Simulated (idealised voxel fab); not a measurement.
Herein follows the process module entitled voxel capacitor over wiring.
Each square cell in cross-section cut measures 5 nm, and the section as a whole is 150 nm wide.
Cross-section format: a grid of square cells, given as bands from top to bottom; each band is one or more rows of cells. It is stipulated that each band's entry specify, in nanometres, the height of the top of the band and then that of its bottom, followed by the materials of the band in left-to-right sequence, each together with its width in nanometres. A single material marked by the word "all across" is understood to fill the band from edge to edge; the word "empty" is understood to denote empty space. Counting heights begins at 0, where everything beneath is, in the wafer as received, one material. The lowest band has no bottom; it goes on downwards, as "top 0, no bottom" shows. A width such as "30..40" changes by the same amount from each row of cells to the next, from the band's top row to its bottom row. "nothing was modified", as given for a step, is the statement that not any cell of the cross-section underwent a change during that step. Look at "Cavities, sealed" for the closed voids: empty spaces with no open path to the top, sized 8 cells or up. Each is width x height at distance, distance from the left edge, all nm. Formally, on a step line, whatever follows the settings is a remark that the simulator itself makes on the step. A step line may carry the setting "overlay nm", which, for steps involving a mask, states the distance by which the mask lay to the right of its intended position; negative values denote displacement to the left.
The following list gives the planned process steps
step 1: RECEIVE [material Si]
step 2: CONFORMAL_DEP [material SiO2] [thk nm 10]
step 3: DIRECTIONAL_DEP [material TiN] [thk nm 5]
step 4: DIRECTIONAL_DEP [material W] [thk nm 15]
step 5: MASKED_ETCH [tone cover] [mask id METAL_1] [width nm 30] [pitch nm 90] [etch materials W] [depth nm 15] [overlay nm 0]
step 6: MASKED_ETCH [tone cover] [mask id METAL_1] [width nm 30] [pitch nm 90] [etch materials TiN] [depth nm 5] [overlay nm 0]
step 7: CONFORMAL_DEP [material SiCN] [thk nm 5]
step 8: FILL_DEP [material lowk] [thk nm 5]
step 9: CMP [height nm 30]
step 10: CONFORMAL_DEP [material SiCN] [thk nm 5]
step 11: DIRECTIONAL_DEP [material lowk] [thk nm 15]
step 12: MASKED_ETCH [tone open] [mask id PLUG_1] [width nm 15] [etch materials lowk] [depth nm 15] [overlay nm 0]
step 13: MASKED_ETCH [tone open] [mask id PLUG_1] [width nm 15] [etch materials SiCN] [depth nm 5] [overlay nm 0]
step 14: EPI [material Ru] [thk nm 10]
step 15: EPI [material Ru] [thk nm 10]
step 16: DIRECTIONAL_DEP [material TiN] [thk nm 10]
step 17: DIRECTIONAL_DEP [material SiN] [thk nm 5]
step 18: DIRECTIONAL_DEP [material TiN] [thk nm 10]
step 19: DIRECTIONAL_DEP [material aC] [thk nm 15]
step 20: PATTERN [tone cover] [mask id UPPER_PLATE] [material resist] [width nm 65] [thk nm 35] [overlay nm 0]
step 21: DIRECTIONAL_ETCH [etch materials aC] [depth nm 15]
step 22: STRIP [etch materials resist]
step 23: DIRECTIONAL_ETCH [etch materials TiN] [depth nm 10]
step 24: DIRECTIONAL_ETCH [etch materials SiN] [depth nm 5]
step 25: STRIP [etch materials aC]
step 26: DIRECTIONAL_DEP [material aC] [thk nm 15]
step 27: PATTERN [tone cover] [mask id LOWER_PLATE] [material resist] [width nm 75] [thk nm 35] [overlay nm 0]
step 28: DIRECTIONAL_ETCH [etch materials aC] [depth nm 15]
step 29: STRIP [etch materials resist]
step 30: DIRECTIONAL_ETCH [etch materials TiN] [depth nm 10]
step 31: STRIP [etch materials aC]
step 32: FILL_DEP [material SiO2] [thk nm 15]
step 33: CMP [height nm 85]
step 34: PATTERN [tone open] [mask id PLUG_2] [material resist] [width nm 15] [thk nm 20] [overlay nm 0]
step 35: DIRECTIONAL_ETCH [etch materials SiO2] [depth nm 10]
step 36: STRIP [etch materials resist]
step 37: CONFORMAL_DEP [material TiN] [thk nm 5]
step 38: FILL_DEP [material Cu] [thk nm 10]
step 39: CMP [height nm 85]
step 40: CONFORMAL_DEP [material SiCN] [thk nm 5]
On the first of the two wafers: run conducted according to plan
Wafer as received: cross-section following step 1
top 0, no bottom: Si all across
Cavities, sealed: none
After step 2: wafer cross-section
top 10, bottom 0: SiO2 all across
All layers under 0 are left as they were.
After step 3: wafer cross-section
top 15, bottom 10: TiN all across
All layers under 10 are left as they were.
After step 4: wafer cross-section
top 30, bottom 15: W all across
All layers under 15 are left as they were.
After step 5: wafer cross-section
top 30, bottom 15: empty 15 nm  W 30 nm  empty 60 nm  W 30 nm  empty 15 nm
All layers under 15 are left as they were.
After step 6: wafer cross-section
top 30, bottom 15: empty 15 nm  W 30 nm  empty 60 nm  W 30 nm  empty 15 nm
top 15, bottom 10: empty 15 nm  TiN 30 nm  empty 60 nm  TiN 30 nm  empty 15 nm
All layers under 10 are left as they were.
After step 7: wafer cross-section
top 35, bottom 30: empty 10 nm  SiCN 40 nm  empty 50 nm  SiCN 40 nm  empty 10 nm
top 30, bottom 15: empty 10 nm  SiCN 5 nm  W 30 nm  SiCN 5 nm  empty 50 nm  SiCN 5 nm  W 30 nm  SiCN 5 nm  empty 10 nm
top 15, bottom 10: SiCN 15 nm  TiN 30 nm  SiCN 60 nm  TiN 30 nm  SiCN 15 nm
All layers under 10 are left as they were.
After step 8: wafer cross-section
top 40, bottom 35: lowk all across
top 35, bottom 30: lowk 10 nm  SiCN 40 nm  lowk 50 nm  SiCN 40 nm  lowk 10 nm
top 30, bottom 15: lowk 10 nm  SiCN 5 nm  W 30 nm  SiCN 5 nm  lowk 50 nm  SiCN 5 nm  W 30 nm  SiCN 5 nm  lowk 10 nm
All layers under 15 are left as they were.
After step 9: wafer cross-section
top 30, bottom 15: lowk 10 nm  SiCN 5 nm  W 30 nm  SiCN 5 nm  lowk 50 nm  SiCN 5 nm  W 30 nm  SiCN 5 nm  lowk 10 nm
All layers under 15 are left as they were.
After step 10: wafer cross-section
top 35, bottom 30: SiCN all across
All layers under 30 are left as they were.
After step 11: wafer cross-section
top 50, bottom 35: lowk all across
All layers under 35 are left as they were.
After step 12: wafer cross-section
top 50, bottom 35: lowk 30 nm  empty 15 nm  lowk 105 nm
All layers under 35 are left as they were.
After step 13: wafer cross-section
top 50, bottom 35: lowk 30 nm  empty 15 nm  lowk 105 nm
top 35, bottom 30: SiCN 30 nm  empty 15 nm  SiCN 105 nm
All layers under 30 are left as they were.
After step 14: wafer cross-section
top 50, bottom 40: lowk 30 nm  empty 15 nm  lowk 105 nm
top 40, bottom 35: lowk 30 nm  Ru 15 nm  lowk 105 nm
top 35, bottom 30: SiCN 30 nm  Ru 15 nm  SiCN 105 nm
All layers under 30 are left as they were.
After step 15: wafer cross-section
top 50, bottom 35: lowk 30 nm  Ru 15 nm  lowk 105 nm
All layers under 35 are left as they were.
After step 16: wafer cross-section
top 60, bottom 50: TiN all across
All layers under 50 are left as they were.
After step 17: wafer cross-section
top 65, bottom 60: SiN all across
All layers under 60 are left as they were.
After step 18: wafer cross-section
top 75, bottom 65: TiN all across
All layers under 65 are left as they were.
After step 19: wafer cross-section
top 90, bottom 75: aC all across
All layers under 75 are left as they were.
After step 20: wafer cross-section
top 125, bottom 90: empty 30 nm  resist 65 nm  empty 55 nm
All layers under 90 are left as they were.
After step 21: wafer cross-section
top 110, bottom 90: empty 30 nm  resist 65 nm  empty 55 nm
top 90, bottom 75: empty 30 nm  aC 65 nm  empty 55 nm
All layers under 75 are left as they were.
After step 22: wafer cross-section
top 90, bottom 75: empty 30 nm  aC 65 nm  empty 55 nm
All layers under 75 are left as they were.
After step 23: wafer cross-section
top 90, bottom 75: empty 30 nm  aC 65 nm  empty 55 nm
top 75, bottom 65: empty 30 nm  TiN 65 nm  empty 55 nm
All layers under 65 are left as they were.
After step 24: wafer cross-section
top 90, bottom 75: empty 30 nm  aC 65 nm  empty 55 nm
top 75, bottom 65: empty 30 nm  TiN 65 nm  empty 55 nm
top 65, bottom 60: empty 30 nm  SiN 65 nm  empty 55 nm
All layers under 60 are left as they were.
After step 25: wafer cross-section
top 75, bottom 65: empty 30 nm  TiN 65 nm  empty 55 nm
All layers under 65 are left as they were.
After step 26: wafer cross-section
top 90, bottom 75: empty 30 nm  aC 65 nm  empty 55 nm
top 75, bottom 65: aC 30 nm  TiN 65 nm  aC 55 nm
top 65, bottom 60: aC 30 nm  SiN 65 nm  aC 55 nm
All layers under 60 are left as they were.
After step 27: wafer cross-section
top 125, bottom 90: empty 25 nm  resist 75 nm  empty 50 nm
top 90, bottom 75: empty 25 nm  resist 5 nm  aC 65 nm  resist 5 nm  empty 50 nm
All layers under 75 are left as they were.
After step 28: wafer cross-section
top 110, bottom 90: empty 25 nm  resist 75 nm  empty 50 nm
top 90, bottom 75: empty 25 nm  resist 5 nm  aC 65 nm  resist 5 nm  empty 50 nm
top 75, bottom 65: empty 25 nm  aC 5 nm  TiN 65 nm  aC 5 nm  empty 50 nm
top 65, bottom 60: empty 25 nm  aC 5 nm  SiN 65 nm  aC 5 nm  empty 50 nm
All layers under 60 are left as they were.
After step 29: wafer cross-section
top 90, bottom 75: empty 30 nm  aC 65 nm  empty 55 nm
All layers under 75 are left as they were.
After step 30: wafer cross-section
top 90, bottom 75: empty 30 nm  aC 65 nm  empty 55 nm
top 75, bottom 65: empty 25 nm  aC 5 nm  TiN 65 nm  aC 5 nm  empty 50 nm
top 65, bottom 60: empty 25 nm  aC 5 nm  SiN 65 nm  aC 5 nm  empty 50 nm
top 60, bottom 50: empty 25 nm  TiN 75 nm  empty 50 nm
All layers under 50 are left as they were.
After step 31: wafer cross-section
top 75, bottom 65: empty 30 nm  TiN 65 nm  empty 55 nm
top 65, bottom 60: empty 30 nm  SiN 65 nm  empty 55 nm
All layers under 60 are left as they were.
After step 32: wafer cross-section
top 90, bottom 75: SiO2 all across
top 75, bottom 65: SiO2 30 nm  TiN 65 nm  SiO2 55 nm
top 65, bottom 60: SiO2 30 nm  SiN 65 nm  SiO2 55 nm
top 60, bottom 50: SiO2 25 nm  TiN 75 nm  SiO2 50 nm
All layers under 50 are left as they were.
After step 33: wafer cross-section
top 85, bottom 75: SiO2 all across
All layers under 75 are left as they were.
After step 34: wafer cross-section
top 105, bottom 85: resist 40 nm  empty 15 nm  resist 95 nm
All layers under 85 are left as they were.
After step 35: wafer cross-section
top 105, bottom 85: resist 40 nm  empty 15 nm  resist 95 nm
top 85, bottom 75: SiO2 40 nm  empty 15 nm  SiO2 95 nm
All layers under 75 are left as they were.
After step 36: wafer cross-section
top 85, bottom 75: SiO2 40 nm  empty 15 nm  SiO2 95 nm
All layers under 75 are left as they were.
After step 37: wafer cross-section
top 90, bottom 85: TiN 45 nm  empty 5 nm  TiN 100 nm
top 85, bottom 80: SiO2 40 nm  TiN 5 nm  empty 5 nm  TiN 5 nm  SiO2 95 nm
top 80, bottom 75: SiO2 40 nm  TiN 15 nm  SiO2 95 nm
All layers under 75 are left as they were.
After step 38: wafer cross-section
top 100, bottom 90: Cu all across
top 90, bottom 85: TiN 45 nm  Cu 5 nm  TiN 100 nm
top 85, bottom 80: SiO2 40 nm  TiN 5 nm  Cu 5 nm  TiN 5 nm  SiO2 95 nm
All layers under 80 are left as they were.
After step 39: wafer cross-section
top 85, bottom 80: SiO2 40 nm  TiN 5 nm  Cu 5 nm  TiN 5 nm  SiO2 95 nm
All layers under 80 are left as they were.
After step 40: wafer cross-section
top 90, bottom 85: SiCN all across
All layers under 85 are left as they were.
Okay, second wafer. Nothing different at the start, nothing different in the plan, just one mistake somewhere in the running. As far as step 11, counting that step, it's the first wafer all over again
Cross-section of the second wafer at the time by which step 12 should have been completed according to the plan
top 50, bottom 35: lowk 30 nm  empty 20 nm  lowk 100 nm
All layers under 35 are left as they were.
Cross-section of the second wafer at the time by which step 13 should have been completed according to the plan
top 50, bottom 35: lowk 30 nm  empty 20 nm  lowk 100 nm
top 35, bottom 30: SiCN 30 nm  empty 15 nm  SiCN 105 nm
All layers under 30 are left as they were.
Cross-section of the second wafer at the time by which step 14 should have been completed according to the plan
top 50, bottom 40: lowk 30 nm  empty 20 nm  lowk 100 nm
top 40, bottom 35: lowk 30 nm  Ru 20 nm  lowk 100 nm
top 35, bottom 30: SiCN 30 nm  Ru 15 nm  SiCN 105 nm
All layers under 30 are left as they were.
Cross-section of the second wafer at the time by which step 15 should have been completed according to the plan
top 50, bottom 35: lowk 30 nm  Ru 20 nm  lowk 100 nm
All layers under 35 are left as they were.
Cross-section of the second wafer at the time by which step 16 should have been completed according to the plan
top 60, bottom 50: TiN all across
All layers under 50 are left as they were.
Cross-section of the second wafer at the time by which step 17 should have been completed according to the plan
top 65, bottom 60: SiN all across
All layers under 60 are left as they were.
Cross-section of the second wafer at the time by which step 18 should have been completed according to the plan
top 75, bottom 65: TiN all across
All layers under 65 are left as they were.
Cross-section of the second wafer at the time by which step 19 should have been completed according to the plan
top 90, bottom 75: aC all across
All layers under 75 are left as they were.
Cross-section of the second wafer at the time by which step 20 should have been completed according to the plan
top 125, bottom 90: empty 30 nm  resist 65 nm  empty 55 nm
All layers under 90 are left as they were.
Cross-section of the second wafer at the time by which step 21 should have been completed according to the plan
top 110, bottom 90: empty 30 nm  resist 65 nm  empty 55 nm
top 90, bottom 75: empty 30 nm  aC 65 nm  empty 55 nm
All layers under 75 are left as they were.
Cross-section of the second wafer at the time by which step 22 should have been completed according to the plan
top 90, bottom 75: empty 30 nm  aC 65 nm  empty 55 nm
All layers under 75 are left as they were.
Cross-section of the second wafer at the time by which step 23 should have been completed according to the plan
top 90, bottom 75: empty 30 nm  aC 65 nm  empty 55 nm
top 75, bottom 65: empty 30 nm  TiN 65 nm  empty 55 nm
All layers under 65 are left as they were.
Cross-section of the second wafer at the time by which step 24 should have been completed according to the plan
top 90, bottom 75: empty 30 nm  aC 65 nm  empty 55 nm
top 75, bottom 65: empty 30 nm  TiN 65 nm  empty 55 nm
top 65, bottom 60: empty 30 nm  SiN 65 nm  empty 55 nm
All layers under 60 are left as they were.
Cross-section of the second wafer at the time by which step 25 should have been completed according to the plan
top 75, bottom 65: empty 30 nm  TiN 65 nm  empty 55 nm
All layers under 65 are left as they were.
Cross-section of the second wafer at the time by which step 26 should have been completed according to the plan
top 90, bottom 75: empty 30 nm  aC 65 nm  empty 55 nm
top 75, bottom 65: aC 30 nm  TiN 65 nm  aC 55 nm
top 65, bottom 60: aC 30 nm  SiN 65 nm  aC 55 nm
All layers under 60 are left as they were.
Cross-section of the second wafer at the time by which step 27 should have been completed according to the plan
top 125, bottom 90: empty 25 nm  resist 75 nm  empty 50 nm
top 90, bottom 75: empty 25 nm  resist 5 nm  aC 65 nm  resist 5 nm  empty 50 nm
All layers under 75 are left as they were.
Cross-section of the second wafer at the time by which step 28 should have been completed according to the plan
top 110, bottom 90: empty 25 nm  resist 75 nm  empty 50 nm
top 90, bottom 75: empty 25 nm  resist 5 nm  aC 65 nm  resist 5 nm  empty 50 nm
top 75, bottom 65: empty 25 nm  aC 5 nm  TiN 65 nm  aC 5 nm  empty 50 nm
top 65, bottom 60: empty 25 nm  aC 5 nm  SiN 65 nm  aC 5 nm  empty 50 nm
All layers under 60 are left as they were.
Cross-section of the second wafer at the time by which step 29 should have been completed according to the plan
top 90, bottom 75: empty 30 nm  aC 65 nm  empty 55 nm
All layers under 75 are left as they were.
Cross-section of the second wafer at the time by which step 30 should have been completed according to the plan
top 90, bottom 75: empty 30 nm  aC 65 nm  empty 55 nm
top 75, bottom 65: empty 25 nm  aC 5 nm  TiN 65 nm  aC 5 nm  empty 50 nm
top 65, bottom 60: empty 25 nm  aC 5 nm  SiN 65 nm  aC 5 nm  empty 50 nm
top 60, bottom 50: empty 25 nm  TiN 75 nm  empty 50 nm
All layers under 50 are left as they were.
Cross-section of the second wafer at the time by which step 31 should have been completed according to the plan
top 75, bottom 65: empty 30 nm  TiN 65 nm  empty 55 nm
top 65, bottom 60: empty 30 nm  SiN 65 nm  empty 55 nm
All layers under 60 are left as they were.
Cross-section of the second wafer at the time by which step 32 should have been completed according to the plan
top 90, bottom 75: SiO2 all across
top 75, bottom 65: SiO2 30 nm  TiN 65 nm  SiO2 55 nm
top 65, bottom 60: SiO2 30 nm  SiN 65 nm  SiO2 55 nm
top 60, bottom 50: SiO2 25 nm  TiN 75 nm  SiO2 50 nm
All layers under 50 are left as they were.
Cross-section of the second wafer at the time by which step 33 should have been completed according to the plan
top 85, bottom 75: SiO2 all across
All layers under 75 are left as they were.
Cross-section of the second wafer at the time by which step 34 should have been completed according to the plan
top 105, bottom 85: resist 40 nm  empty 15 nm  resist 95 nm
All layers under 85 are left as they were.
Cross-section of the second wafer at the time by which step 35 should have been completed according to the plan
top 105, bottom 85: resist 40 nm  empty 15 nm  resist 95 nm
top 85, bottom 75: SiO2 40 nm  empty 15 nm  SiO2 95 nm
All layers under 75 are left as they were.
Cross-section of the second wafer at the time by which step 36 should have been completed according to the plan
top 85, bottom 75: SiO2 40 nm  empty 15 nm  SiO2 95 nm
All layers under 75 are left as they were.
Cross-section of the second wafer at the time by which step 37 should have been completed according to the plan
top 90, bottom 85: TiN 45 nm  empty 5 nm  TiN 100 nm
top 85, bottom 80: SiO2 40 nm  TiN 5 nm  empty 5 nm  TiN 5 nm  SiO2 95 nm
top 80, bottom 75: SiO2 40 nm  TiN 15 nm  SiO2 95 nm
All layers under 75 are left as they were.
Cross-section of the second wafer at the time by which step 38 should have been completed according to the plan
top 100, bottom 90: Cu all across
top 90, bottom 85: TiN 45 nm  Cu 5 nm  TiN 100 nm
top 85, bottom 80: SiO2 40 nm  TiN 5 nm  Cu 5 nm  TiN 5 nm  SiO2 95 nm
All layers under 80 are left as they were.
Cross-section of the second wafer at the time by which step 39 should have been completed according to the plan
top 85, bottom 80: SiO2 40 nm  TiN 5 nm  Cu 5 nm  TiN 5 nm  SiO2 95 nm
All layers under 80 are left as they were.
Cross-section of the second wafer at the time by which step 40 should have been completed according to the plan
top 90, bottom 85: SiCN all across
All layers under 85 are left as they were.
So what did we get wrong on this run? step 12, actual vs plan mismatch, actual run MASKED_ETCH [tone open] [mask id PLUG_1] [width nm 20] [etch materials lowk] [depth nm 15] [overlay nm 0]
Counted in cells at the end, the second wafer holds more or fewer of these materials than the first: Ru +3 | lowk -3
